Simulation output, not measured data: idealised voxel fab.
process module | voxel wiring stack
cross-section cut | 260 nm wide | cells 5 nm
A cross-section is a grid of square cells, given in bands from the top down. A band is one or more rows of cells.
Each band's line starts with the height of the band's top and of its bottom, in nm. Then come its materials from left to right, each with its width in nm. One material with "throughout" fills the band from edge to edge. "air" is empty space.
Height 0 is the level under which the wafer as received is all one material. The lowest band goes on downwards, as in "0 down".
A width such as "30 to 40" changes by the same amount from each row of cells to the next, from the band's top row to its bottom row.
"no change" after a step means that no cell of the cross-section changed.
closed voids: empty space of 8 cells or more with no open way to the top, each as width x height at its distance from the left edge, in nm
after a step's settings: what the simulator itself notes on the step
overlay nm, on a step with a mask: how far to the right of its planned place the mask lay; to the left if negative
plan
1 op RECEIVE | material Si
2 op CONFORMAL_DEP | material SiO2 | thk nm 10
3 op CONFORMAL_DEP | material SiN | thk nm 5
4 op DIRECTIONAL_DEP | material lowk | thk nm 20
5 op PATTERN | tone open | mask id METAL_1 | material resist | width nm 20 | pitch nm 40 | thk nm 15 | overlay nm 0
6 op DIRECTIONAL_ETCH | etch materials lowk | depth nm 20
7 op DIRECTIONAL_ETCH | etch materials SiN | depth nm 5
8 op STRIP | etch materials resist
9 op CONFORMAL_DEP | material TiN | thk nm 5
10 op FILL_DEP | material Cu | thk nm 10
11 op CMP | height nm 35
12 op EPI | material Ru | thk nm 5
13 op FILL_DEP | material SiCN | thk nm 5
14 op DIRECTIONAL_DEP | material SiO2 | thk nm 15
15 op MASKED_ETCH | tone open | mask id PLUG_1 | width nm 15 | pitch nm 40 | etch materials SiO2 | depth nm 15 | overlay nm 0
16 op MASKED_ETCH | tone open | mask id PLUG_1 | width nm 15 | pitch nm 40 | etch materials SiCN | depth nm 5 | overlay nm 0
17 op EPI | material Ru | thk nm 10
18 op EPI | material Ru | thk nm 10
19 op CONFORMAL_DEP | material SiN | thk nm 5
20 op DIRECTIONAL_DEP | material SiO2 | thk nm 25
21 op PATTERN | tone open | mask id METAL_2 | material resist | width nm 20 | pitch nm 40 | thk nm 15 | overlay nm 0
22 op DIRECTIONAL_ETCH | etch materials SiO2 | depth nm 25
23 op DIRECTIONAL_ETCH | etch materials SiN | depth nm 5
24 op STRIP | etch materials resist
25 op CONFORMAL_DEP | material TiN | thk nm 5
26 op FILL_DEP | material W | thk nm 5
27 op CMP | height nm 90
28 op EPI | material Ru | thk nm 5
29 op FILL_DEP | material SiCN | thk nm 5
30 op DIRECTIONAL_DEP | material lowk | thk nm 35
31 op MASKED_ETCH | tone open | mask id METAL_3 | width nm 20 | pitch nm 40 | etch materials lowk | depth nm 20 | overlay nm 0
32 op DIRECTIONAL_DEP | material aC | thk nm 15
33 op PATTERN | tone open | mask id METAL_3_HOLES | material resist | width nm 15 | pitch nm 80 | thk nm 35 | overlay nm 0
34 op DIRECTIONAL_ETCH | etch materials aC | depth nm 15
35 op STRIP | etch materials resist
36 op DIRECTIONAL_ETCH | etch materials lowk | depth nm 15
37 op DIRECTIONAL_ETCH | etch materials SiCN | depth nm 5
38 op STRIP | etch materials aC
39 op CONFORMAL_DEP | material TiN | thk nm 5
40 op FILL_DEP | material Ru | thk nm 10
41 op CMP | height nm 135
42 op CONFORMAL_DEP | material SiCN | thk nm 5
first wafer, as planned
as received, after step 1
  0 down: Si throughout
  closed voids: none
after step 2
  10 to 0: SiO2 throughout
  below 0: unchanged
after step 3
  15 to 10: SiN throughout
  below 10: unchanged
after step 4
  35 to 15: lowk throughout
  below 15: unchanged
after step 5
  50 to 35: resist 60 | air 20 | resist 20 | air 20 | resist 20 | air 20 | resist 20 | air 20 | resist 60
  below 35: unchanged
after step 6
  50 to 35: resist 60 | air 20 | resist 20 | air 20 | resist 20 | air 20 | resist 20 | air 20 | resist 60
  35 to 15: lowk 60 | air 20 | lowk 20 | air 20 | lowk 20 | air 20 | lowk 20 | air 20 | lowk 60
  below 15: unchanged
after step 7
  50 to 35: resist 60 | air 20 | resist 20 | air 20 | resist 20 | air 20 | resist 20 | air 20 | resist 60
  35 to 15: lowk 60 | air 20 | lowk 20 | air 20 | lowk 20 | air 20 | lowk 20 | air 20 | lowk 60
  15 to 10: SiN 60 | air 20 | SiN 20 | air 20 | SiN 20 | air 20 | SiN 20 | air 20 | SiN 60
  below 10: unchanged
after step 8
  35 to 15: lowk 60 | air 20 | lowk 20 | air 20 | lowk 20 | air 20 | lowk 20 | air 20 | lowk 60
  below 15: unchanged
after step 9
  40 to 35: TiN 65 | air 10 | TiN 30 | air 10 | TiN 30 | air 10 | TiN 30 | air 10 | TiN 65
  35 to 15: lowk 60 | TiN 5 | air 10 | TiN 5 | lowk 20 | TiN 5 | air 10 | TiN 5 | lowk 20 | TiN 5 | air 10 | TiN 5 | lowk 20 | TiN 5 | air 10 | TiN 5 | lowk 60
  15 to 10: SiN 60 | TiN 20 | SiN 20 | TiN 20 | SiN 20 | TiN 20 | SiN 20 | TiN 20 | SiN 60
  below 10: unchanged
after step 10
  50 to 40: Cu throughout
  40 to 35: TiN 65 | Cu 10 | TiN 30 | Cu 10 | TiN 30 | Cu 10 | TiN 30 | Cu 10 | TiN 65
  35 to 15: lowk 60 | TiN 5 | Cu 10 | TiN 5 | lowk 20 | TiN 5 | Cu 10 | TiN 5 | lowk 20 | TiN 5 | Cu 10 | TiN 5 | lowk 20 | TiN 5 | Cu 10 | TiN 5 | lowk 60
  below 15: unchanged
after step 11
  35 to 15: lowk 60 | TiN 5 | Cu 10 | TiN 5 | lowk 20 | TiN 5 | Cu 10 | TiN 5 | lowk 20 | TiN 5 | Cu 10 | TiN 5 | lowk 20 | TiN 5 | Cu 10 | TiN 5 | lowk 60
  below 15: unchanged
after step 12
  40 to 35: air 55 | Ru 30 | air 10 | Ru 30 | air 10 | Ru 30 | air 10 | Ru 30 | air 55
  below 35: unchanged
after step 13
  45 to 40: SiCN throughout
  40 to 35: SiCN 55 | Ru 30 | SiCN 10 | Ru 30 | SiCN 10 | Ru 30 | SiCN 10 | Ru 30 | SiCN 55
  below 35: unchanged
after step 14
  60 to 45: SiO2 throughout
  below 45: unchanged
after step 15
  60 to 45: SiO2 60 | air 15 | SiO2 25 | air 15 | SiO2 25 | air 15 | SiO2 25 | air 15 | SiO2 65
  below 45: unchanged
after step 16
  60 to 45: SiO2 60 | air 15 | SiO2 25 | air 15 | SiO2 25 | air 15 | SiO2 25 | air 15 | SiO2 65
  45 to 40: SiCN 60 | air 15 | SiCN 25 | air 15 | SiCN 25 | air 15 | SiCN 25 | air 15 | SiCN 65
  below 40: unchanged
after step 17
  60 to 50: SiO2 60 | air 15 | SiO2 25 | air 15 | SiO2 25 | air 15 | SiO2 25 | air 15 | SiO2 65
  50 to 45: SiO2 60 | Ru 15 | SiO2 25 | Ru 15 | SiO2 25 | Ru 15 | SiO2 25 | Ru 15 | SiO2 65
  45 to 35: SiCN 60 to 55 | Ru 15 to 30 | SiCN 25 to 10 | Ru 15 to 30 | SiCN 25 to 10 | Ru 15 to 30 | SiCN 25 to 10 | Ru 15 to 30 | SiCN 65 to 55
  below 35: unchanged
after step 18
  60 to 45: SiO2 60 | Ru 15 | SiO2 25 | Ru 15 | SiO2 25 | Ru 15 | SiO2 25 | Ru 15 | SiO2 65
  below 45: unchanged
after step 19
  65 to 60: SiN throughout
  below 60: unchanged
after step 20
  90 to 65: SiO2 throughout
  below 65: unchanged
after step 21
  105 to 90: resist 60 | air 20 | resist 20 | air 20 | resist 20 | air 20 | resist 20 | air 20 | resist 60
  below 90: unchanged
after step 22
  105 to 90: resist 60 | air 20 | resist 20 | air 20 | resist 20 | air 20 | resist 20 | air 20 | resist 60
  90 to 65: SiO2 60 | air 20 | SiO2 20 | air 20 | SiO2 20 | air 20 | SiO2 20 | air 20 | SiO2 60
  below 65: unchanged
after step 23
  105 to 90: resist 60 | air 20 | resist 20 | air 20 | resist 20 | air 20 | resist 20 | air 20 | resist 60
  90 to 65: SiO2 60 | air 20 | SiO2 20 | air 20 | SiO2 20 | air 20 | SiO2 20 | air 20 | SiO2 60
  65 to 60: SiN 60 | air 20 | SiN 20 | air 20 | SiN 20 | air 20 | SiN 20 | air 20 | SiN 60
  below 60: unchanged
after step 24
  90 to 65: SiO2 60 | air 20 | SiO2 20 | air 20 | SiO2 20 | air 20 | SiO2 20 | air 20 | SiO2 60
  below 65: unchanged
after step 25
  95 to 90: TiN 65 | air 10 | TiN 30 | air 10 | TiN 30 | air 10 | TiN 30 | air 10 | TiN 65
  90 to 65: SiO2 60 | TiN 5 | air 10 | TiN 5 | SiO2 20 | TiN 5 | air 10 | TiN 5 | SiO2 20 | TiN 5 | air 10 | TiN 5 | SiO2 20 | TiN 5 | air 10 | TiN 5 | SiO2 60
  65 to 60: SiN 60 | TiN 20 | SiN 20 | TiN 20 | SiN 20 | TiN 20 | SiN 20 | TiN 20 | SiN 60
  below 60: unchanged
after step 26
  100 to 95: W throughout
  95 to 90: TiN 65 | W 10 | TiN 30 | W 10 | TiN 30 | W 10 | TiN 30 | W 10 | TiN 65
  90 to 65: SiO2 60 | TiN 5 | W 10 | TiN 5 | SiO2 20 | TiN 5 | W 10 | TiN 5 | SiO2 20 | TiN 5 | W 10 | TiN 5 | SiO2 20 | TiN 5 | W 10 | TiN 5 | SiO2 60
  below 65: unchanged
after step 27
  90 to 65: SiO2 60 | TiN 5 | W 10 | TiN 5 | SiO2 20 | TiN 5 | W 10 | TiN 5 | SiO2 20 | TiN 5 | W 10 | TiN 5 | SiO2 20 | TiN 5 | W 10 | TiN 5 | SiO2 60
  below 65: unchanged
after step 28
  95 to 90: air 55 | Ru 30 | air 10 | Ru 30 | air 10 | Ru 30 | air 10 | Ru 30 | air 55
  below 90: unchanged
after step 29
  100 to 95: SiCN throughout
  95 to 90: SiCN 55 | Ru 30 | SiCN 10 | Ru 30 | SiCN 10 | Ru 30 | SiCN 10 | Ru 30 | SiCN 55
  below 90: unchanged
after step 30
  135 to 100: lowk throughout
  below 100: unchanged
after step 31
  135 to 115: lowk 60 | air 20 | lowk 20 | air 20 | lowk 20 | air 20 | lowk 20 | air 20 | lowk 60
  below 115: unchanged
after step 32
  150 to 135: aC 60 | air 20 | aC 20 | air 20 | aC 20 | air 20 | aC 20 | air 20 | aC 60
  135 to 130: lowk 60 | air 20 | lowk 20 | air 20 | lowk 20 | air 20 | lowk 20 | air 20 | lowk 60
  130 to 115: lowk 60 | aC 20 | lowk 20 | aC 20 | lowk 20 | aC 20 | lowk 20 | aC 20 | lowk 60
  below 115: unchanged
after step 33
  185 to 150: resist 60 | air 15 | resist 65 | air 15 | resist 105
  150 to 135: aC 60 | air 15 | resist 5 | aC 20 | resist 20 | aC 20 | air 15 | resist 5 | aC 20 | resist 20 | aC 60
  135 to 130: lowk 60 | air 15 | resist 5 | lowk 20 | resist 20 | lowk 20 | air 15 | resist 5 | lowk 20 | resist 20 | lowk 60
  below 130: unchanged
after step 34
  170 to 150: resist 60 | air 15 | resist 65 | air 15 | resist 105
  150 to 135: aC 60 | air 15 | resist 5 | aC 20 | resist 20 | aC 20 | air 15 | resist 5 | aC 20 | resist 20 | aC 60
  135 to 130: lowk 60 | air 15 | resist 5 | lowk 20 | resist 20 | lowk 20 | air 15 | resist 5 | lowk 20 | resist 20 | lowk 60
  130 to 115: lowk 60 | air 15 | aC 5 | lowk 20 | aC 20 | lowk 20 | air 15 | aC 5 | lowk 20 | aC 20 | lowk 60
  below 115: unchanged
after step 35
  150 to 135: aC 60 | air 20 | aC 20 | air 20 | aC 20 | air 20 | aC 20 | air 20 | aC 60
  135 to 130: lowk 60 | air 20 | lowk 20 | air 20 | lowk 20 | air 20 | lowk 20 | air 20 | lowk 60
  below 130: unchanged
after step 36
  150 to 135: aC 60 | air 20 | aC 20 | air 20 | aC 20 | air 20 | aC 20 | air 20 | aC 60
  135 to 130: lowk 60 | air 20 | lowk 20 | air 20 | lowk 20 | air 20 | lowk 20 | air 20 | lowk 60
  130 to 115: lowk 60 | air 15 | aC 5 | lowk 20 | aC 20 | lowk 20 | air 15 | aC 5 | lowk 20 | aC 20 | lowk 60
  115 to 100: lowk 60 | air 15 | lowk 65 | air 15 | lowk 105
  below 100: unchanged
after step 37
  150 to 135: aC 60 | air 20 | aC 20 | air 20 | aC 20 | air 20 | aC 20 | air 20 | aC 60
  135 to 130: lowk 60 | air 20 | lowk 20 | air 20 | lowk 20 | air 20 | lowk 20 | air 20 | lowk 60
  130 to 115: lowk 60 | air 15 | aC 5 | lowk 20 | aC 20 | lowk 20 | air 15 | aC 5 | lowk 20 | aC 20 | lowk 60
  115 to 100: lowk 60 | air 15 | lowk 65 | air 15 | lowk 105
  100 to 95: SiCN 60 | air 15 | SiCN 65 | air 15 | SiCN 105
  below 95: unchanged
after step 38
  135 to 115: lowk 60 | air 20 | lowk 20 | air 20 | lowk 20 | air 20 | lowk 20 | air 20 | lowk 60
  below 115: unchanged
after step 39
  140 to 135: TiN 65 | air 10 | TiN 30 | air 10 | TiN 30 | air 10 | TiN 30 | air 10 | TiN 65
  135 to 120: lowk 60 | TiN 5 | air 10 | TiN 5 | lowk 20 | TiN 5 | air 10 | TiN 5 | lowk 20 | TiN 5 | air 10 | TiN 5 | lowk 20 | TiN 5 | air 10 | TiN 5 | lowk 60
  120 to 115: lowk 60 | TiN 5 | air 5 | TiN 10 | lowk 20 | TiN 20 | lowk 20 | TiN 5 | air 5 | TiN 10 | lowk 20 | TiN 20 | lowk 60
  115 to 100: lowk 60 | TiN 5 | air 5 | TiN 5 | lowk 65 | TiN 5 | air 5 | TiN 5 | lowk 105
  100 to 95: SiCN 60 | TiN 15 | SiCN 65 | TiN 15 | SiCN 105
  below 95: unchanged
after step 40
  150 to 140: Ru throughout
  140 to 135: TiN 65 | Ru 10 | TiN 30 | Ru 10 | TiN 30 | Ru 10 | TiN 30 | Ru 10 | TiN 65
  135 to 120: lowk 60 | TiN 5 | Ru 10 | TiN 5 | lowk 20 | TiN 5 | Ru 10 | TiN 5 | lowk 20 | TiN 5 | Ru 10 | TiN 5 | lowk 20 | TiN 5 | Ru 10 | TiN 5 | lowk 60
  120 to 115: lowk 60 | TiN 5 | Ru 5 | TiN 10 | lowk 20 | TiN 20 | lowk 20 | TiN 5 | Ru 5 | TiN 10 | lowk 20 | TiN 20 | lowk 60
  115 to 100: lowk 60 | TiN 5 | Ru 5 | TiN 5 | lowk 65 | TiN 5 | Ru 5 | TiN 5 | lowk 105
  below 100: unchanged
after step 41
  135 to 120: lowk 60 | TiN 5 | Ru 10 | TiN 5 | lowk 20 | TiN 5 | Ru 10 | TiN 5 | lowk 20 | TiN 5 | Ru 10 | TiN 5 | lowk 20 | TiN 5 | Ru 10 | TiN 5 | lowk 60
  below 120: unchanged
after step 42
  140 to 135: SiCN throughout
  below 135: unchanged
second wafer: like start, like plan, one mistake. Through step 4 it matches the first wafer
when step 5 should have ended
  50 to 35: resist 60 | air 25 | resist 15 | air 25 | resist 15 | air 25 | resist 15 | air 25 | resist 55
  below 35: unchanged
when step 6 should have ended
  50 to 35: resist 60 | air 25 | resist 15 | air 25 | resist 15 | air 25 | resist 15 | air 25 | resist 55
  35 to 15: lowk 60 | air 25 | lowk 15 | air 25 | lowk 15 | air 25 | lowk 15 | air 25 | lowk 55
  below 15: unchanged
when step 7 should have ended
  50 to 35: resist 60 | air 25 | resist 15 | air 25 | resist 15 | air 25 | resist 15 | air 25 | resist 55
  35 to 15: lowk 60 | air 25 | lowk 15 | air 25 | lowk 15 | air 25 | lowk 15 | air 25 | lowk 55
  15 to 10: SiN 60 | air 25 | SiN 15 | air 25 | SiN 15 | air 25 | SiN 15 | air 25 | SiN 55
  below 10: unchanged
when step 8 should have ended
  35 to 15: lowk 60 | air 25 | lowk 15 | air 25 | lowk 15 | air 25 | lowk 15 | air 25 | lowk 55
  below 15: unchanged
when step 9 should have ended
  40 to 35: TiN 65 | air 15 | TiN 25 | air 15 | TiN 25 | air 15 | TiN 25 | air 15 | TiN 60
  35 to 15: lowk 60 | TiN 5 | air 15 | TiN 5 | lowk 15 | TiN 5 | air 15 | TiN 5 | lowk 15 | TiN 5 | air 15 | TiN 5 | lowk 15 | TiN 5 | air 15 | TiN 5 | lowk 55
  15 to 10: SiN 60 | TiN 25 | SiN 15 | TiN 25 | SiN 15 | TiN 25 | SiN 15 | TiN 25 | SiN 55
  below 10: unchanged
when step 10 should have ended
  50 to 40: Cu throughout
  40 to 35: TiN 65 | Cu 15 | TiN 25 | Cu 15 | TiN 25 | Cu 15 | TiN 25 | Cu 15 | TiN 60
  35 to 15: lowk 60 | TiN 5 | Cu 15 | TiN 5 | lowk 15 | TiN 5 | Cu 15 | TiN 5 | lowk 15 | TiN 5 | Cu 15 | TiN 5 | lowk 15 | TiN 5 | Cu 15 | TiN 5 | lowk 55
  below 15: unchanged
when step 11 should have ended
  35 to 15: lowk 60 | TiN 5 | Cu 15 | TiN 5 | lowk 15 | TiN 5 | Cu 15 | TiN 5 | lowk 15 | TiN 5 | Cu 15 | TiN 5 | lowk 15 | TiN 5 | Cu 15 | TiN 5 | lowk 55
  below 15: unchanged
when step 12 should have ended
  40 to 35: air 55 | Ru 35 | air 5 | Ru 35 | air 5 | Ru 35 | air 5 | Ru 35 | air 50
  below 35: unchanged
when step 13 should have ended
  45 to 40: SiCN throughout
  40 to 35: SiCN 55 | Ru 35 | SiCN 5 | Ru 35 | SiCN 5 | Ru 35 | SiCN 5 | Ru 35 | SiCN 50
  below 35: unchanged
when step 14 should have ended
  60 to 45: SiO2 throughout
  below 45: unchanged
when step 15 should have ended
  60 to 45: SiO2 60 | air 15 | SiO2 25 | air 15 | SiO2 25 | air 15 | SiO2 25 | air 15 | SiO2 65
  below 45: unchanged
when step 16 should have ended
  60 to 45: SiO2 60 | air 15 | SiO2 25 | air 15 | SiO2 25 | air 15 | SiO2 25 | air 15 | SiO2 65
  45 to 40: SiCN 60 | air 15 | SiCN 25 | air 15 | SiCN 25 | air 15 | SiCN 25 | air 15 | SiCN 65
  below 40: unchanged
when step 17 should have ended
  60 to 50: SiO2 60 | air 15 | SiO2 25 | air 15 | SiO2 25 | air 15 | SiO2 25 | air 15 | SiO2 65
  50 to 45: SiO2 60 | Ru 15 | SiO2 25 | Ru 15 | SiO2 25 | Ru 15 | SiO2 25 | Ru 15 | SiO2 65
  45 to 35: SiCN 60 to 55 | Ru 15 to 35 | SiCN 25 to 5 | Ru 15 to 35 | SiCN 25 to 5 | Ru 15 to 35 | SiCN 25 to 5 | Ru 15 to 35 | SiCN 65 to 50
  below 35: unchanged
when step 18 should have ended
  60 to 45: SiO2 60 | Ru 15 | SiO2 25 | Ru 15 | SiO2 25 | Ru 15 | SiO2 25 | Ru 15 | SiO2 65
  below 45: unchanged
when step 19 should have ended
  65 to 60: SiN throughout
  below 60: unchanged
when step 20 should have ended
  90 to 65: SiO2 throughout
  below 65: unchanged
when step 21 should have ended
  105 to 90: resist 60 | air 20 | resist 20 | air 20 | resist 20 | air 20 | resist 20 | air 20 | resist 60
  below 90: unchanged
when step 22 should have ended
  105 to 90: resist 60 | air 20 | resist 20 | air 20 | resist 20 | air 20 | resist 20 | air 20 | resist 60
  90 to 65: SiO2 60 | air 20 | SiO2 20 | air 20 | SiO2 20 | air 20 | SiO2 20 | air 20 | SiO2 60
  below 65: unchanged
when step 23 should have ended
  105 to 90: resist 60 | air 20 | resist 20 | air 20 | resist 20 | air 20 | resist 20 | air 20 | resist 60
  90 to 65: SiO2 60 | air 20 | SiO2 20 | air 20 | SiO2 20 | air 20 | SiO2 20 | air 20 | SiO2 60
  65 to 60: SiN 60 | air 20 | SiN 20 | air 20 | SiN 20 | air 20 | SiN 20 | air 20 | SiN 60
  below 60: unchanged
when step 24 should have ended
  90 to 65: SiO2 60 | air 20 | SiO2 20 | air 20 | SiO2 20 | air 20 | SiO2 20 | air 20 | SiO2 60
  below 65: unchanged
when step 25 should have ended
  95 to 90: TiN 65 | air 10 | TiN 30 | air 10 | TiN 30 | air 10 | TiN 30 | air 10 | TiN 65
  90 to 65: SiO2 60 | TiN 5 | air 10 | TiN 5 | SiO2 20 | TiN 5 | air 10 | TiN 5 | SiO2 20 | TiN 5 | air 10 | TiN 5 | SiO2 20 | TiN 5 | air 10 | TiN 5 | SiO2 60
  65 to 60: SiN 60 | TiN 20 | SiN 20 | TiN 20 | SiN 20 | TiN 20 | SiN 20 | TiN 20 | SiN 60
  below 60: unchanged
when step 26 should have ended
  100 to 95: W throughout
  95 to 90: TiN 65 | W 10 | TiN 30 | W 10 | TiN 30 | W 10 | TiN 30 | W 10 | TiN 65
  90 to 65: SiO2 60 | TiN 5 | W 10 | TiN 5 | SiO2 20 | TiN 5 | W 10 | TiN 5 | SiO2 20 | TiN 5 | W 10 | TiN 5 | SiO2 20 | TiN 5 | W 10 | TiN 5 | SiO2 60
  below 65: unchanged
when step 27 should have ended
  90 to 65: SiO2 60 | TiN 5 | W 10 | TiN 5 | SiO2 20 | TiN 5 | W 10 | TiN 5 | SiO2 20 | TiN 5 | W 10 | TiN 5 | SiO2 20 | TiN 5 | W 10 | TiN 5 | SiO2 60
  below 65: unchanged
when step 28 should have ended
  95 to 90: air 55 | Ru 30 | air 10 | Ru 30 | air 10 | Ru 30 | air 10 | Ru 30 | air 55
  below 90: unchanged
when step 29 should have ended
  100 to 95: SiCN throughout
  95 to 90: SiCN 55 | Ru 30 | SiCN 10 | Ru 30 | SiCN 10 | Ru 30 | SiCN 10 | Ru 30 | SiCN 55
  below 90: unchanged
when step 30 should have ended
  135 to 100: lowk throughout
  below 100: unchanged
when step 31 should have ended
  135 to 115: lowk 60 | air 20 | lowk 20 | air 20 | lowk 20 | air 20 | lowk 20 | air 20 | lowk 60
  below 115: unchanged
when step 32 should have ended
  150 to 135: aC 60 | air 20 | aC 20 | air 20 | aC 20 | air 20 | aC 20 | air 20 | aC 60
  135 to 130: lowk 60 | air 20 | lowk 20 | air 20 | lowk 20 | air 20 | lowk 20 | air 20 | lowk 60
  130 to 115: lowk 60 | aC 20 | lowk 20 | aC 20 | lowk 20 | aC 20 | lowk 20 | aC 20 | lowk 60
  below 115: unchanged
when step 33 should have ended
  185 to 150: resist 60 | air 15 | resist 65 | air 15 | resist 105
  150 to 135: aC 60 | air 15 | resist 5 | aC 20 | resist 20 | aC 20 | air 15 | resist 5 | aC 20 | resist 20 | aC 60
  135 to 130: lowk 60 | air 15 | resist 5 | lowk 20 | resist 20 | lowk 20 | air 15 | resist 5 | lowk 20 | resist 20 | lowk 60
  below 130: unchanged
when step 34 should have ended
  170 to 150: resist 60 | air 15 | resist 65 | air 15 | resist 105
  150 to 135: aC 60 | air 15 | resist 5 | aC 20 | resist 20 | aC 20 | air 15 | resist 5 | aC 20 | resist 20 | aC 60
  135 to 130: lowk 60 | air 15 | resist 5 | lowk 20 | resist 20 | lowk 20 | air 15 | resist 5 | lowk 20 | resist 20 | lowk 60
  130 to 115: lowk 60 | air 15 | aC 5 | lowk 20 | aC 20 | lowk 20 | air 15 | aC 5 | lowk 20 | aC 20 | lowk 60
  below 115: unchanged
when step 35 should have ended
  150 to 135: aC 60 | air 20 | aC 20 | air 20 | aC 20 | air 20 | aC 20 | air 20 | aC 60
  135 to 130: lowk 60 | air 20 | lowk 20 | air 20 | lowk 20 | air 20 | lowk 20 | air 20 | lowk 60
  below 130: unchanged
when step 36 should have ended
  150 to 135: aC 60 | air 20 | aC 20 | air 20 | aC 20 | air 20 | aC 20 | air 20 | aC 60
  135 to 130: lowk 60 | air 20 | lowk 20 | air 20 | lowk 20 | air 20 | lowk 20 | air 20 | lowk 60
  130 to 115: lowk 60 | air 15 | aC 5 | lowk 20 | aC 20 | lowk 20 | air 15 | aC 5 | lowk 20 | aC 20 | lowk 60
  115 to 100: lowk 60 | air 15 | lowk 65 | air 15 | lowk 105
  below 100: unchanged
when step 37 should have ended
  150 to 135: aC 60 | air 20 | aC 20 | air 20 | aC 20 | air 20 | aC 20 | air 20 | aC 60
  135 to 130: lowk 60 | air 20 | lowk 20 | air 20 | lowk 20 | air 20 | lowk 20 | air 20 | lowk 60
  130 to 115: lowk 60 | air 15 | aC 5 | lowk 20 | aC 20 | lowk 20 | air 15 | aC 5 | lowk 20 | aC 20 | lowk 60
  115 to 100: lowk 60 | air 15 | lowk 65 | air 15 | lowk 105
  100 to 95: SiCN 60 | air 15 | SiCN 65 | air 15 | SiCN 105
  below 95: unchanged
when step 38 should have ended
  135 to 115: lowk 60 | air 20 | lowk 20 | air 20 | lowk 20 | air 20 | lowk 20 | air 20 | lowk 60
  below 115: unchanged
when step 39 should have ended
  140 to 135: TiN 65 | air 10 | TiN 30 | air 10 | TiN 30 | air 10 | TiN 30 | air 10 | TiN 65
  135 to 120: lowk 60 | TiN 5 | air 10 | TiN 5 | lowk 20 | TiN 5 | air 10 | TiN 5 | lowk 20 | TiN 5 | air 10 | TiN 5 | lowk 20 | TiN 5 | air 10 | TiN 5 | lowk 60
  120 to 115: lowk 60 | TiN 5 | air 5 | TiN 10 | lowk 20 | TiN 20 | lowk 20 | TiN 5 | air 5 | TiN 10 | lowk 20 | TiN 20 | lowk 60
  115 to 100: lowk 60 | TiN 5 | air 5 | TiN 5 | lowk 65 | TiN 5 | air 5 | TiN 5 | lowk 105
  100 to 95: SiCN 60 | TiN 15 | SiCN 65 | TiN 15 | SiCN 105
  below 95: unchanged
when step 40 should have ended
  150 to 140: Ru throughout
  140 to 135: TiN 65 | Ru 10 | TiN 30 | Ru 10 | TiN 30 | Ru 10 | TiN 30 | Ru 10 | TiN 65
  135 to 120: lowk 60 | TiN 5 | Ru 10 | TiN 5 | lowk 20 | TiN 5 | Ru 10 | TiN 5 | lowk 20 | TiN 5 | Ru 10 | TiN 5 | lowk 20 | TiN 5 | Ru 10 | TiN 5 | lowk 60
  120 to 115: lowk 60 | TiN 5 | Ru 5 | TiN 10 | lowk 20 | TiN 20 | lowk 20 | TiN 5 | Ru 5 | TiN 10 | lowk 20 | TiN 20 | lowk 60
  115 to 100: lowk 60 | TiN 5 | Ru 5 | TiN 5 | lowk 65 | TiN 5 | Ru 5 | TiN 5 | lowk 105
  below 100: unchanged
when step 41 should have ended
  135 to 120: lowk 60 | TiN 5 | Ru 10 | TiN 5 | lowk 20 | TiN 5 | Ru 10 | TiN 5 | lowk 20 | TiN 5 | Ru 10 | TiN 5 | lowk 20 | TiN 5 | Ru 10 | TiN 5 | lowk 60
  below 120: unchanged
when step 42 should have ended
  140 to 135: SiCN throughout
  below 135: unchanged
what went wrong: step 5 ran as: op PATTERN | tone open | mask id METAL_1 | material resist | width nm 25 | pitch nm 40 | thk nm 15 | overlay nm 0
at the end the second wafer has, in cells: 16 more of Cu | 4 more of Ru | 4 fewer of SiCN | 4 fewer of SiN | 4 more of TiN | 16 fewer of lowk
